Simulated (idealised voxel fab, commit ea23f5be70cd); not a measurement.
process module | voxel released beams
cross-section cut | 220 nm wide | cells 5 nm
A cross-section is a grid of square cells, given in bands from the top down. A band is one or more rows of cells.
Each band's line starts with the height of the band's top and of its bottom, in nm. Then come its materials from left to right, each with its width in nm. One material with "throughout" fills the band from edge to edge. "air" is empty space.
Height 0 is the level under which the wafer as received is all one material. The lowest band goes on downwards, as in "0 down".
A width such as "30 to 40" changes by the same amount from each row of cells to the next, from the band's top row to its bottom row.
"no change" after a step means that no cell of the cross-section changed.
closed voids: empty space of 8 cells or more with no open way to the top, each as width x height at its distance from the left edge, in nm
after a step's settings: what the simulator itself notes on the step
overlay nm, on a step with a mask: how far to the right of its planned place the mask lay; to the left if negative
plan
1 op RECEIVE | material Si
2 op CONFORMAL_DEP | material Al2O3 | thk nm 5
3 op DIRECTIONAL_DEP | material SiO2 | thk nm 10
4 op DIRECTIONAL_DEP | material aC | thk nm 15
5 op PATTERN | tone open | mask id ANCHOR | material resist | width nm 35 | thk nm 35 | overlay nm 0
6 op DIRECTIONAL_ETCH | etch materials aC | depth nm 15
7 op STRIP | etch materials resist
8 op DIRECTIONAL_ETCH | etch materials SiO2 | depth nm 10
9 op STRIP | etch materials aC
10 op CONFORMAL_DEP | material polySi | thk nm 10
11 op DIRECTIONAL_DEP | material aC | thk nm 15
12 op PATTERN | tone cover | mask id BEAM | material resist | width nm 85 | thk nm 30 | overlay nm 0
13 op DIRECTIONAL_ETCH | etch materials aC | depth nm 15
14 op STRIP | etch materials resist
15 op DIRECTIONAL_ETCH | etch materials polySi | depth nm 10
16 op STRIP | etch materials aC
17 op STRIP | etch materials SiO2
as received, after step 1
  0 down: Si throughout
  closed voids: none
first wafer at the end, as planned
  25 to 15: air 65 | polySi 15 | air 15 | polySi 55 | air 70
  15 to 5: air 70 | polySi 35 | air 115
  5 to 0: Al2O3 throughout
  0 down: Si throughout
  closed voids: none
second wafer at the end: like start, like plan, one mistake
  20 to 10: air 65 | polySi 15 | air 15 | polySi 55 | air 70
  10 to 0: air 70 | polySi 35 | air 115
  0 down: Si throughout
  closed voids: none
what went wrong: step 2 was left out
at the end the second wafer has, in cells: 44 fewer of Al2O3
